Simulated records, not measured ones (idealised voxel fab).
You're looking at the process module voxel self aligned contacts.
For reference, the cross-section in this document is cut, with width 250 nm and square cells of 5 nm.
Cross-sections here: square-cell grids, written as top-down lists of bands, a band being one or more rows of cells. Read a band's entry like this: the first values are the height of its top and the height of its bottom in nm, and what follows is the sequence of materials from left to right, each with its width in nm. Note that "blank" is empty space, and that a single material marked "all across" reaches across the band from edge to edge. Below 0: as-received wafer, all one material; heights counted from there. Lowest band: no bottom, goes on down, written "z 0 and below". Note: "30 to 40" means the width goes from the first number (top row of the band) to the second number (bottom row) in equal steps per row of cells. Take "no change" at face value: in the step it is given for, the cross-section changed in none of its cells. The entry titled "Fully closed voids" provides the empty spaces that have no open way to the top, restricted to those of 8 cells or more. Each is presented as width x height at distance, the distance being measured from the left edge, with all three in nm. Note: text after step settings on the step line = simulator remark on that step. On any step carrying a mask, the "overlay nm" setting, if present on the step's line, tells how far right of its planned place the mask lay; negative values point to the left.

[Intended process steps]
1,op RECEIVE | material Si
2,op OXIDIZE | depth nm 5
3,op DIRECTIONAL_DEP | material polySi | thk nm 25
4,op DIRECTIONAL_DEP | material SiN | thk nm 20
5,op DIRECTIONAL_DEP | material aC | thk nm 15
6,op PATTERN | tone cover | mask id GATE | material resist | width nm 30 | pitch nm 75 | thk nm 30 | overlay nm 0
7,op DIRECTIONAL_ETCH | etch materials aC | depth nm 5
8,op STRIP | etch materials resist
9,op DIRECTIONAL_ETCH | etch materials SiN | depth nm 20
10,op DIRECTIONAL_ETCH | etch materials polySi | depth nm 25
11,op STRIP | etch materials aC
12,op CONFORMAL_DEP | material SiN | thk nm 10
13,op DIRECTIONAL_ETCH | etch materials SiN | depth nm 10
14,op FILL_DEP | material SiO2 | thk nm 15
15,op CMP | height nm 55
16,op DIRECTIONAL_DEP | material aC | thk nm 15
17,op PATTERN | tone open | mask id CONTACT | material resist | width nm 55 | thk nm 30 | overlay nm 0
18,op DIRECTIONAL_ETCH | etch materials aC | depth nm 15
19,op STRIP | etch materials resist
20,op DIRECTIONAL_ETCH | etch materials SiO2 | depth nm 60
21,op STRIP | etch materials aC
22,op CONFORMAL_DEP | material TiN | thk nm 5
23,op FILL_DEP | material W | thk nm 5
24,op CMP | height nm 55
25,op CONFORMAL_DEP | material SiCN | thk nm 5
All wafers enter the flow in the same state. The depth nm at step 7 differs from wafer to wafer, and the plan gives the value for the first wafer.

[So this is the first of several wafers, cross-sectioned as it came to us, meaning it's at the end of step 1]
z 0 and below | Si all across
Fully closed voids: none

[After the module's final step, step 25: the first of several wafers in cross-section]
z 60 to 55 | SiCN all across
z 55 to 50 | SiO2 (95) | TiN (5) | W (45) | TiN (5) | SiO2 (100)
z 50 to 45 | SiO2 (95) | TiN (55) | SiO2 (100)
z 45 to 25 | SiN all across
z 25 to 0 | polySi all across
z 0 to -5 | SiO2 all across
z -5 and below | Si all across
Fully closed voids: none

[Showing the last wafer in cross-section at the end of the module]
z 60 to 55 | SiCN all across
z 55 to 45 | SiO2 (95) | TiN (5 to 20) | W (45 to 15) | TiN (5 to 20) | SiO2 (100)
z 45 to 25 | SiO2 (60) | SiN (50) | TiN (5) | W (15) | TiN (5) | SiN (50) | SiO2 (65)
z 25 to 0 | SiO2 (60) | SiN (10) | polySi (30) | SiN (10) | TiN (5) | W (15) | TiN (5) | SiN (10) | polySi (30) | SiN (10) | SiO2 (65)
z 0 to -5 | SiO2 (110) | TiN (25) | SiO2 (115)
z -5 and below | Si all across
Fully closed voids: none

[The rows of the table below are wafers. Looking at the end of the module, a row counts, for every material, the cells the wafer has gained, shown as (+), or lost, shown as (-), since it was received; its closed voids come next]
depth nm 5; -50 Si; +50 SiCN; +200 SiN; +128 SiO2; +13 TiN; +9 W; +250 polySi; Fully closed voids: none
depth nm 10; -50 Si; +50 SiCN; +200 SiN; +128 SiO2; +13 TiN; +9 W; +250 polySi; Fully closed voids: none
depth nm 15; -50 Si; +50 SiCN; +120 SiN; +348 SiO2; +33 TiN; +39 W; +60 polySi; Fully closed voids: none
depth nm 20; -50 Si; +50 SiCN; +120 SiN; +348 SiO2; +33 TiN; +39 W; +60 polySi; Fully closed voids: none
depth nm 25; -50 Si; +50 SiCN; +120 SiN; +348 SiO2; +33 TiN; +39 W; +60 polySi; Fully closed voids: none
depth nm 30; -50 Si; +50 SiCN; +120 SiN; +348 SiO2; +33 TiN; +39 W; +60 polySi; Fully closed voids: none
